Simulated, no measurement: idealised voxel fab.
process module | voxel self aligned vias
cross-section cut | 145 nm wide | cells 5 nm
A cross-section is a grid of square cells, given in bands from the top down. A band is one or more rows of cells.
Each band's line starts with the height of the band's top and of its bottom, in nm. Then come its materials from left to right, each with its width in nm. One material with "throughout" fills the band from edge to edge. "air" is empty space.
Height 0 is the level under which the wafer as received is all one material. The lowest band goes on downwards, as in "0 down".
A width such as "30 to 40" changes by the same amount from each row of cells to the next, from the band's top row to its bottom row.
"no change" after a step means that no cell of the cross-section changed.
closed voids: empty space of 8 cells or more with no open way to the top, each as width x height at its distance from the left edge, in nm
after a step's settings: what the simulator itself notes on the step
overlay nm, on a step with a mask: how far to the right of its planned place the mask lay; to the left if negative
plan
1 op RECEIVE | material Si
2 op CONFORMAL_DEP | material SiO2 | thk nm 15
3 op CONFORMAL_DEP | material SiCN | thk nm 5
4 op DIRECTIONAL_DEP | material SiO2 | thk nm 20
5 op DIRECTIONAL_DEP | material aC | thk nm 15
6 op PATTERN | tone open | mask id LINES | material resist | width nm 25 | pitch nm 65 | thk nm 35 | overlay nm 0
7 op DIRECTIONAL_ETCH | etch materials aC | depth nm 15
8 op STRIP | etch materials resist
9 op DIRECTIONAL_ETCH | etch materials SiO2 | depth nm 20
10 op STRIP | etch materials aC
11 op CONFORMAL_DEP | material TiN | thk nm 5
12 op FILL_DEP | material Ru | thk nm 5
13 op CMP | height nm 40
14 op SELECTIVE_ETCH | etch materials W Ru TiN | depth nm 5
15 op FILL_DEP | material SiN | thk nm 5
16 op CMP | height nm 40
17 op DIRECTIONAL_DEP | material SiO2 | thk nm 20
18 op DIRECTIONAL_DEP | material aC | thk nm 10
19 op PATTERN | tone open | mask id VIAS | material resist | width nm 45 | thk nm 25 | overlay nm 0
20 op DIRECTIONAL_ETCH | etch materials aC | depth nm 10
21 op STRIP | etch materials resist
22 op DIRECTIONAL_ETCH | etch materials SiO2 | depth nm 20
23 op DIRECTIONAL_ETCH | etch materials SiN | depth nm 5
24 op STRIP | etch materials aC
25 op CONFORMAL_DEP | material TiN | thk nm 5
26 op FILL_DEP | material W | thk nm 10
27 op CMP | height nm 60
28 op CONFORMAL_DEP | material SiN | thk nm 5
first wafer, as planned
as received, after step 1
  0 down: Si throughout
  closed voids: none
after step 2
  15 to 0: SiO2 throughout
  below 0: unchanged
after step 3
  20 to 15: SiCN throughout
  below 15: unchanged
after step 4
  40 to 20: SiO2 throughout
  below 20: unchanged
after step 5
  55 to 40: aC throughout
  below 40: unchanged
after step 6
  90 to 55: resist 25 | air 25 | resist 40 | air 25 | resist 30
  below 55: unchanged
after step 7
  75 to 55: resist 25 | air 25 | resist 40 | air 25 | resist 30
  55 to 40: aC 25 | air 25 | aC 40 | air 25 | aC 30
  below 40: unchanged
after step 8
  55 to 40: aC 25 | air 25 | aC 40 | air 25 | aC 30
  below 40: unchanged
after step 9
  55 to 40: aC 25 | air 25 | aC 40 | air 25 | aC 30
  40 to 20: SiO2 25 | air 25 | SiO2 40 | air 25 | SiO2 30
  below 20: unchanged
after step 10
  40 to 20: SiO2 25 | air 25 | SiO2 40 | air 25 | SiO2 30
  below 20: unchanged
after step 11
  45 to 40: TiN 30 | air 15 | TiN 50 | air 15 | TiN 35
  40 to 25: SiO2 25 | TiN 5 | air 15 | TiN 5 | SiO2 40 | TiN 5 | air 15 | TiN 5 | SiO2 30
  25 to 20: SiO2 25 | TiN 25 | SiO2 40 | TiN 25 | SiO2 30
  below 20: unchanged
after step 12
  50 to 45: Ru throughout
  45 to 40: TiN 30 | Ru 15 | TiN 50 | Ru 15 | TiN 35
  40 to 25: SiO2 25 | TiN 5 | Ru 15 | TiN 5 | SiO2 40 | TiN 5 | Ru 15 | TiN 5 | SiO2 30
  below 25: unchanged
after step 13
  40 to 25: SiO2 25 | TiN 5 | Ru 15 | TiN 5 | SiO2 40 | TiN 5 | Ru 15 | TiN 5 | SiO2 30
  below 25: unchanged
after step 14
  40 to 35: SiO2 25 | air 25 | SiO2 40 | air 25 | SiO2 30
  below 35: unchanged
after step 15
  45 to 40: SiN throughout
  40 to 35: SiO2 25 | SiN 25 | SiO2 40 | SiN 25 | SiO2 30
  below 35: unchanged
after step 16
  40 to 35: SiO2 25 | SiN 25 | SiO2 40 | SiN 25 | SiO2 30
  below 35: unchanged
after step 17
  60 to 40: SiO2 throughout
  below 40: unchanged
after step 18
  70 to 60: aC throughout
  below 60: unchanged
after step 19
  95 to 70: resist 15 | air 45 | resist 85
  below 70: unchanged
after step 20
  85 to 70: resist 15 | air 45 | resist 85
  70 to 60: aC 15 | air 45 | aC 85
  below 60: unchanged
after step 21
  70 to 60: aC 15 | air 45 | aC 85
  below 60: unchanged
after step 22
  70 to 60: aC 15 | air 45 | aC 85
  60 to 40: SiO2 15 | air 45 | SiO2 85
  below 40: unchanged
after step 23
  70 to 60: aC 15 | air 45 | aC 85
  60 to 40: SiO2 15 | air 45 | SiO2 85
  40 to 35: SiO2 25 | air 25 | SiO2 40 | SiN 25 | SiO2 30
  below 35: unchanged
after step 24
  60 to 40: SiO2 15 | air 45 | SiO2 85
  below 40: unchanged
after step 25
  65 to 60: TiN 20 | air 35 | TiN 90
  60 to 45: SiO2 15 | TiN 5 | air 35 | TiN 5 | SiO2 85
  45 to 40: SiO2 15 | TiN 15 | air 15 | TiN 15 | SiO2 85
  40 to 35: SiO2 25 | TiN 25 | SiO2 40 | SiN 25 | SiO2 30
  below 35: unchanged
after step 26
  75 to 65: W throughout
  65 to 60: TiN 20 | W 35 | TiN 90
  60 to 45: SiO2 15 | TiN 5 | W 35 | TiN 5 | SiO2 85
  45 to 40: SiO2 15 | TiN 15 | W 15 | TiN 15 | SiO2 85
  below 40: unchanged
after step 27
  60 to 45: SiO2 15 | TiN 5 | W 35 | TiN 5 | SiO2 85
  below 45: unchanged
after step 28
  65 to 60: SiN throughout
  below 60: unchanged
second wafer: like start, like plan, one mistake. Through step 2 it matches the first wafer
when step 3 should have ended: no change
when step 4 should have ended
  35 to 0: SiO2 throughout
  below 0: unchanged
when step 5 should have ended
  50 to 35: aC throughout
  below 35: unchanged
when step 6 should have ended
  85 to 50: resist 25 | air 25 | resist 40 | air 25 | resist 30
  below 50: unchanged
when step 7 should have ended
  70 to 50: resist 25 | air 25 | resist 40 | air 25 | resist 30
  50 to 35: aC 25 | air 25 | aC 40 | air 25 | aC 30
  below 35: unchanged
when step 8 should have ended
  50 to 35: aC 25 | air 25 | aC 40 | air 25 | aC 30
  below 35: unchanged
when step 9 should have ended
  50 to 35: aC 25 | air 25 | aC 40 | air 25 | aC 30
  35 to 15: SiO2 25 | air 25 | SiO2 40 | air 25 | SiO2 30
  below 15: unchanged
when step 10 should have ended
  35 to 15: SiO2 25 | air 25 | SiO2 40 | air 25 | SiO2 30
  below 15: unchanged
when step 11 should have ended
  40 to 35: TiN 30 | air 15 | TiN 50 | air 15 | TiN 35
  35 to 20: SiO2 25 | TiN 5 | air 15 | TiN 5 | SiO2 40 | TiN 5 | air 15 | TiN 5 | SiO2 30
  20 to 15: SiO2 25 | TiN 25 | SiO2 40 | TiN 25 | SiO2 30
  below 15: unchanged
when step 12 should have ended
  45 to 40: Ru throughout
  40 to 35: TiN 30 | Ru 15 | TiN 50 | Ru 15 | TiN 35
  35 to 20: SiO2 25 | TiN 5 | Ru 15 | TiN 5 | SiO2 40 | TiN 5 | Ru 15 | TiN 5 | SiO2 30
  below 20: unchanged
when step 13 should have ended
  40 to 35: TiN 30 | Ru 15 | TiN 50 | Ru 15 | TiN 35
  below 35: unchanged
when step 14 should have ended
  35 to 20: SiO2 25 | TiN 5 | Ru 15 | TiN 5 | SiO2 40 | TiN 5 | Ru 15 | TiN 5 | SiO2 30
  below 20: unchanged
when step 15 should have ended
  40 to 35: SiN throughout
  below 35: unchanged
when step 16 should have ended: no change
when step 17 should have ended
  60 to 40: SiO2 throughout
  below 40: unchanged
when step 18 should have ended
  70 to 60: aC throughout
  below 60: unchanged
when step 19 should have ended
  95 to 70: resist 15 | air 45 | resist 85
  below 70: unchanged
when step 20 should have ended
  85 to 70: resist 15 | air 45 | resist 85
  70 to 60: aC 15 | air 45 | aC 85
  below 60: unchanged
when step 21 should have ended
  70 to 60: aC 15 | air 45 | aC 85
  below 60: unchanged
when step 22 should have ended
  70 to 60: aC 15 | air 45 | aC 85
  60 to 40: SiO2 15 | air 45 | SiO2 85
  below 40: unchanged
when step 23 should have ended
  70 to 60: aC 15 | air 45 | aC 85
  60 to 40: SiO2 15 | air 45 | SiO2 85
  40 to 35: SiN 15 | air 45 | SiN 85
  below 35: unchanged
when step 24 should have ended
  60 to 40: SiO2 15 | air 45 | SiO2 85
  below 40: unchanged
when step 25 should have ended
  65 to 60: TiN 20 | air 35 | TiN 90
  60 to 40: SiO2 15 | TiN 5 | air 35 | TiN 5 | SiO2 85
  40 to 35: SiN 15 | TiN 45 | SiN 85
  below 35: unchanged
when step 26 should have ended
  75 to 65: W throughout
  65 to 60: TiN 20 | W 35 | TiN 90
  60 to 40: SiO2 15 | TiN 5 | W 35 | TiN 5 | SiO2 85
  below 40: unchanged
when step 27 should have ended
  60 to 40: SiO2 15 | TiN 5 | W 35 | TiN 5 | SiO2 85
  below 40: unchanged
when step 28 should have ended
  65 to 60: SiN throughout
  below 60: unchanged
what went wrong: step 3 was left out
at the end the second wafer has, in cells: 6 more of Ru | 29 fewer of SiCN | 15 more of SiN | 4 more of TiN | 4 more of W
